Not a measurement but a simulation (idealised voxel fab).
The following process module bears the name voxel quadruple lines.
140 nm wide, 5 nm square cells: that's cross-section cut.
A cross-section in this document is a grid of square cells, and it is written down as bands, the top band listed before the ones below it; a band is made up of one or more rows of cells. Look at the band entry: it leads with the top's height and the bottom's height in nm. Then it lists the materials left to right, with a width in nm for each. The word "throughout" on a single material says that material fills the band edge to edge. The word "air" is empty space. The level at which height equals 0 is the one under which the wafer, as it arrives, is entirely one material. No lower edge exists for the bottom band, which continues downward and is notated as in "0 -> down". Width spec "30->40" -> top row of cells at first value, bottom row at second value, equal per-row change in between. "nothing altered" for a step: no cell of the cross-section changed in that step. Each empty space that has no open way to the top and spans at least 8 cells appears under "Entrapped void list" as width x height at distance, the distance counted from the left edge, all in nm. Step line, after settings: the simulator's comment on this step. overlay nm: step with mask; distance mask lay right of planned place; negative value = left of planned place.

### Listed below are the process steps as planned
- 1: op RECEIVE | material Si
- 2: op CONFORMAL_DEP | material SiO2 | thk nm 5
- 3: op DIRECTIONAL_DEP | material TiN | thk nm 10
- 4: op DIRECTIONAL_DEP | material polySi | thk nm 15
- 5: op DIRECTIONAL_DEP | material aC | thk nm 20
- 6: op PATTERN | tone cover | mask id MANDREL | material resist | width nm 35 | thk nm 25 | overlay nm 0
- 7: op DIRECTIONAL_ETCH | etch materials aC | depth nm 20
- 8: op STRIP | etch materials resist
- 9: op CONFORMAL_DEP | material SiO2 | thk nm 15
- 10: op DIRECTIONAL_ETCH | etch materials SiO2 | depth nm 15
- 11: op STRIP | etch materials aC
- 12: op DIRECTIONAL_ETCH | etch materials polySi | depth nm 15
- 13: op STRIP | etch materials SiO2
- 14: op CONFORMAL_DEP | material SiCN | thk nm 10
- 15: op DIRECTIONAL_ETCH | etch materials SiCN | depth nm 10
- 16: op STRIP | etch materials polySi
- 17: op DIRECTIONAL_ETCH | etch materials TiN | depth nm 10
- 18: op STRIP | etch materials SiCN
- 19: op FILL_DEP | material SiO2 | thk nm 10
- 20: op CMP | height nm 15

### Wafer at receipt (post step 1), cross-section
- 0 -> down = Si throughout
- Entrapped void list: none

### Sectioned view, first of two wafers, at the close of the module, processed as intended in the plan
- 15 -> 5 = 25 of SiO2; 10 of TiN; 15 of SiO2; 10 of TiN; 15 of SiO2; 10 of TiN; 15 of SiO2; 10 of TiN; 30 of SiO2
- 5 -> 0 = SiO2 throughout
- 0 -> down = Si throughout
- Entrapped void list: none

### Here's the second of our two wafers sectioned at module end. Same start as the first, same plan, but one mistake got made running it
- 15 -> 5 = 20 of SiO2; 10 of TiN; 15 of SiO2; 10 of TiN; 25 of SiO2; 10 of TiN; 15 of SiO2; 10 of TiN; 25 of SiO2
- 5 -> 0 = SiO2 throughout
- 0 -> down = Si throughout
- Entrapped void list: none
Error vs. plan: step 6 ran with different settings than intended, the actual operation and settings being op PATTERN | tone cover | mask id MANDREL | material resist | width nm 45 | thk nm 25 | overlay nm 0
In the final comparison it is observed that the number of cells assigned to each material is identical for the two wafers, whereas their placement is not.
